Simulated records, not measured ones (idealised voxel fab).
process module | voxel self aligned vias
The cross-section shown here is cut; it is 195 nm wide and divided into square cells measuring 5 nm on a side.
A cross-section is written here as square cells arranged in a grid, and it is given in bands from the top down, each band taking up one or more rows of cells.
Basically the band line says how high the top is and how high the bottom is, in nm, and then what's in it from left to right, every material with its width in nm. Empty space shows up as "air", and if a single material carries "everywhere" it runs the full band edge to edge.
Height 0 is the level under which the wafer as received is all one material. The lowest band goes on downwards, as in "top 0, no bottom".
Graded width ("30->40"): value in top row of band = first number; value in bottom row = second number; row-to-row change constant.
"left unchanged" after a step means that no cell of the cross-section changed.
Heads up: "Closed internal cavities" only lists the empty pockets with no open path to the top that are 8 cells or more, and it writes them as width x height at distance, distance from the left edge, in nm.
It should be noted that, on the line of a given step, the content following the step's settings is a remark produced by the simulator itself with respect to that step.
"overlay nm" denotes, for a step that has a mask, the displacement of the mask to the right of its planned place, with negative values corresponding to the left.

**Listed below are the process steps as planned**
step 1: RECEIVE (material Si)
step 2: CONFORMAL_DEP (material SiO2; thk nm 15)
step 3: CONFORMAL_DEP (material SiCN; thk nm 5)
step 4: DIRECTIONAL_DEP (material SiO2; thk nm 25)
step 5: MASKED_ETCH (tone open; mask id LINES; width nm 25; pitch nm 65; etch materials SiO2; depth nm 25; overlay nm 0)
step 6: CONFORMAL_DEP (material TiN; thk nm 5)
step 7: FILL_DEP (material Ru; thk nm 10)
step 8: CMP (height nm 45)
step 9: SELECTIVE_ETCH (etch materials W Ru TiN; depth nm 5)
step 10: FILL_DEP (material SiN; thk nm 5)
step 11: CMP (height nm 45)
step 12: DIRECTIONAL_DEP (material SiO2; thk nm 15)
step 13: DIRECTIONAL_DEP (material aC; thk nm 10)
step 14: PATTERN (tone open; mask id VIAS; material resist; width nm 35; thk nm 30; overlay nm 0)
step 15: DIRECTIONAL_ETCH (etch materials aC; depth nm 10)
step 16: STRIP (etch materials resist)
step 17: DIRECTIONAL_ETCH (etch materials SiO2; depth nm 15)
step 18: DIRECTIONAL_ETCH (etch materials SiN; depth nm 5)
step 19: STRIP (etch materials aC)
step 20: CONFORMAL_DEP (material TiN; thk nm 5)
step 21: FILL_DEP (material Ru; thk nm 10)
step 22: CMP (height nm 60)
step 23: CONFORMAL_DEP (material SiN; thk nm 5)

**Run as planned: first of two wafers**

**Received-state cross-section, reflecting completion of step 1**
  top 0, no bottom  Si everywhere
  Closed internal cavities: none

**Upon completion of step 2, the wafer appears in cross-section as shown**
  top 15, bottom 0  SiO2 everywhere
  For the remainder of the cross-section, below 0, there is no change.

**Upon completion of step 3, the wafer appears in cross-section as shown**
  top 20, bottom 15  SiCN everywhere
  For the remainder of the cross-section, below 15, there is no change.

**Upon completion of step 4, the wafer appears in cross-section as shown**
  top 45, bottom 20  SiO2 everywhere
  For the remainder of the cross-section, below 20, there is no change.

**Upon completion of step 5, the wafer appears in cross-section as shown**
  top 45, bottom 20  50 nm SiO2, then 25 nm air, then 40 nm SiO2, then 25 nm air, then 55 nm SiO2
  For the remainder of the cross-section, below 20, there is no change.

**Upon completion of step 6, the wafer appears in cross-section as shown**
  top 50, bottom 45  55 nm TiN, then 15 nm air, then 50 nm TiN, then 15 nm air, then 60 nm TiN
  top 45, bottom 25  50 nm SiO2, then 5 nm TiN, then 15 nm air, then 5 nm TiN, then 40 nm SiO2, then 5 nm TiN, then 15 nm air, then 5 nm TiN, then 55 nm SiO2
  top 25, bottom 20  50 nm SiO2, then 25 nm TiN, then 40 nm SiO2, then 25 nm TiN, then 55 nm SiO2
  For the remainder of the cross-section, below 20, there is no change.

**Upon completion of step 7, the wafer appears in cross-section as shown**
  top 60, bottom 50  Ru everywhere
  top 50, bottom 45  55 nm TiN, then 15 nm Ru, then 50 nm TiN, then 15 nm Ru, then 60 nm TiN
  top 45, bottom 25  50 nm SiO2, then 5 nm TiN, then 15 nm Ru, then 5 nm TiN, then 40 nm SiO2, then 5 nm TiN, then 15 nm Ru, then 5 nm TiN, then 55 nm SiO2
  For the remainder of the cross-section, below 25, there is no change.

**Upon completion of step 8, the wafer appears in cross-section as shown**
  top 45, bottom 25  50 nm SiO2, then 5 nm TiN, then 15 nm Ru, then 5 nm TiN, then 40 nm SiO2, then 5 nm TiN, then 15 nm Ru, then 5 nm TiN, then 55 nm SiO2
  For the remainder of the cross-section, below 25, there is no change.

**Upon completion of step 9, the wafer appears in cross-section as shown**
  top 45, bottom 40  50 nm SiO2, then 25 nm air, then 40 nm SiO2, then 25 nm air, then 55 nm SiO2
  For the remainder of the cross-section, below 40, there is no change.

**Upon completion of step 10, the wafer appears in cross-section as shown**
  top 50, bottom 45  SiN everywhere
  top 45, bottom 40  50 nm SiO2, then 25 nm SiN, then 40 nm SiO2, then 25 nm SiN, then 55 nm SiO2
  For the remainder of the cross-section, below 40, there is no change.

**Upon completion of step 11, the wafer appears in cross-section as shown**
  top 45, bottom 40  50 nm SiO2, then 25 nm SiN, then 40 nm SiO2, then 25 nm SiN, then 55 nm SiO2
  For the remainder of the cross-section, below 40, there is no change.

**Upon completion of step 12, the wafer appears in cross-section as shown**
  top 60, bottom 45  SiO2 everywhere
  For the remainder of the cross-section, below 45, there is no change.

**Upon completion of step 13, the wafer appears in cross-section as shown**
  top 70, bottom 60  aC everywhere
  For the remainder of the cross-section, below 60, there is no change.

**Upon completion of step 14, the wafer appears in cross-section as shown**
  top 100, bottom 70  45 nm resist, then 35 nm air, then 115 nm resist
  For the remainder of the cross-section, below 70, there is no change.

**Upon completion of step 15, the wafer appears in cross-section as shown**
  top 90, bottom 70  45 nm resist, then 35 nm air, then 115 nm resist
  top 70, bottom 60  45 nm aC, then 35 nm air, then 115 nm aC
  For the remainder of the cross-section, below 60, there is no change.

**Upon completion of step 16, the wafer appears in cross-section as shown**
  top 70, bottom 60  45 nm aC, then 35 nm air, then 115 nm aC
  For the remainder of the cross-section, below 60, there is no change.

**Upon completion of step 17, the wafer appears in cross-section as shown**
  top 70, bottom 60  45 nm aC, then 35 nm air, then 115 nm aC
  top 60, bottom 45  45 nm SiO2, then 35 nm air, then 115 nm SiO2
  For the remainder of the cross-section, below 45, there is no change.

**Upon completion of step 18, the wafer appears in cross-section as shown**
  top 70, bottom 60  45 nm aC, then 35 nm air, then 115 nm aC
  top 60, bottom 45  45 nm SiO2, then 35 nm air, then 115 nm SiO2
  top 45, bottom 40  50 nm SiO2, then 25 nm air, then 40 nm SiO2, then 25 nm SiN, then 55 nm SiO2
  For the remainder of the cross-section, below 40, there is no change.

**Upon completion of step 19, the wafer appears in cross-section as shown**
  top 60, bottom 45  45 nm SiO2, then 35 nm air, then 115 nm SiO2
  For the remainder of the cross-section, below 45, there is no change.

**Upon completion of step 20, the wafer appears in cross-section as shown**
  top 65, bottom 60  50 nm TiN, then 25 nm air, then 120 nm TiN
  top 60, bottom 50  45 nm SiO2, then 5 nm TiN, then 25 nm air, then 5 nm TiN, then 115 nm SiO2
  top 50, bottom 45  45 nm SiO2, then 10 nm TiN, then 15 nm air, then 10 nm TiN, then 115 nm SiO2
  top 45, bottom 40  50 nm SiO2, then 25 nm TiN, then 40 nm SiO2, then 25 nm SiN, then 55 nm SiO2
  For the remainder of the cross-section, below 40, there is no change.

**Upon completion of step 21, the wafer appears in cross-section as shown**
  top 75, bottom 65  Ru everywhere
  top 65, bottom 60  50 nm TiN, then 25 nm Ru, then 120 nm TiN
  top 60, bottom 50  45 nm SiO2, then 5 nm TiN, then 25 nm Ru, then 5 nm TiN, then 115 nm SiO2
  top 50, bottom 45  45 nm SiO2, then 10 nm TiN, then 15 nm Ru, then 10 nm TiN, then 115 nm SiO2
  For the remainder of the cross-section, below 45, there is no change.

**Upon completion of step 22, the wafer appears in cross-section as shown**
  top 60, bottom 50  45 nm SiO2, then 5 nm TiN, then 25 nm Ru, then 5 nm TiN, then 115 nm SiO2
  For the remainder of the cross-section, below 50, there is no change.

**Upon completion of step 23, the wafer appears in cross-section as shown**
  top 65, bottom 60  SiN everywhere
  For the remainder of the cross-section, below 60, there is no change.

**For the second wafer, take the first wafer's start and plan, then add one mistake made in running it; everything through step 13, that step included, is shared with the first**

**Cross-sectional view of the second wafer at the intended end time of process step 14**
  top 100, bottom 70  50 nm resist, then 35 nm air, then 110 nm resist
  For the remainder of the cross-section, below 70, there is no change.

**Cross-sectional view of the second wafer at the intended end time of process step 15**
  top 90, bottom 70  50 nm resist, then 35 nm air, then 110 nm resist
  top 70, bottom 60  50 nm aC, then 35 nm air, then 110 nm aC
  For the remainder of the cross-section, below 60, there is no change.

**Cross-sectional view of the second wafer at the intended end time of process step 16**
  top 70, bottom 60  50 nm aC, then 35 nm air, then 110 nm aC
  For the remainder of the cross-section, below 60, there is no change.

**Cross-sectional view of the second wafer at the intended end time of process step 17**
  top 70, bottom 60  50 nm aC, then 35 nm air, then 110 nm aC
  top 60, bottom 45  50 nm SiO2, then 35 nm air, then 110 nm SiO2
  For the remainder of the cross-section, below 45, there is no change.

**Cross-sectional view of the second wafer at the intended end time of process step 18**
  top 70, bottom 60  50 nm aC, then 35 nm air, then 110 nm aC
  top 60, bottom 45  50 nm SiO2, then 35 nm air, then 110 nm SiO2
  top 45, bottom 40  50 nm SiO2, then 25 nm air, then 40 nm SiO2, then 25 nm SiN, then 55 nm SiO2
  For the remainder of the cross-section, below 40, there is no change.

**Cross-sectional view of the second wafer at the intended end time of process step 19**
  top 60, bottom 45  50 nm SiO2, then 35 nm air, then 110 nm SiO2
  For the remainder of the cross-section, below 45, there is no change.

**Cross-sectional view of the second wafer at the intended end time of process step 20**
  top 65, bottom 60  55 nm TiN, then 25 nm air, then 115 nm TiN
  top 60, bottom 50  50 nm SiO2, then 5 nm TiN, then 25 nm air, then 5 nm TiN, then 110 nm SiO2
  top 50, bottom 45  50 nm SiO2, then 5 nm TiN, then 15 nm air, then 15 nm TiN, then 110 nm SiO2
  top 45, bottom 40  50 nm SiO2, then 25 nm TiN, then 40 nm SiO2, then 25 nm SiN, then 55 nm SiO2
  For the remainder of the cross-section, below 40, there is no change.

**Cross-sectional view of the second wafer at the intended end time of process step 21**
  top 75, bottom 65  Ru everywhere
  top 65, bottom 60  55 nm TiN, then 25 nm Ru, then 115 nm TiN
  top 60, bottom 50  50 nm SiO2, then 5 nm TiN, then 25 nm Ru, then 5 nm TiN, then 110 nm SiO2
  top 50, bottom 45  50 nm SiO2, then 5 nm TiN, then 15 nm Ru, then 15 nm TiN, then 110 nm SiO2
  For the remainder of the cross-section, below 45, there is no change.

**Cross-sectional view of the second wafer at the intended end time of process step 22**
  top 60, bottom 50  50 nm SiO2, then 5 nm TiN, then 25 nm Ru, then 5 nm TiN, then 110 nm SiO2
  For the remainder of the cross-section, below 50, there is no change.

**Cross-sectional view of the second wafer at the intended end time of process step 23**
  top 65, bottom 60  SiN everywhere
  For the remainder of the cross-section, below 60, there is no change.
Misprocessing identified: step 14 ran as: PATTERN (tone open; mask id VIAS; material resist; width nm 35; thk nm 30; overlay nm 5)
Upon completion, the cell count for each material on the second wafer equals that on the first, whereas the spatial distribution of those cells differs.
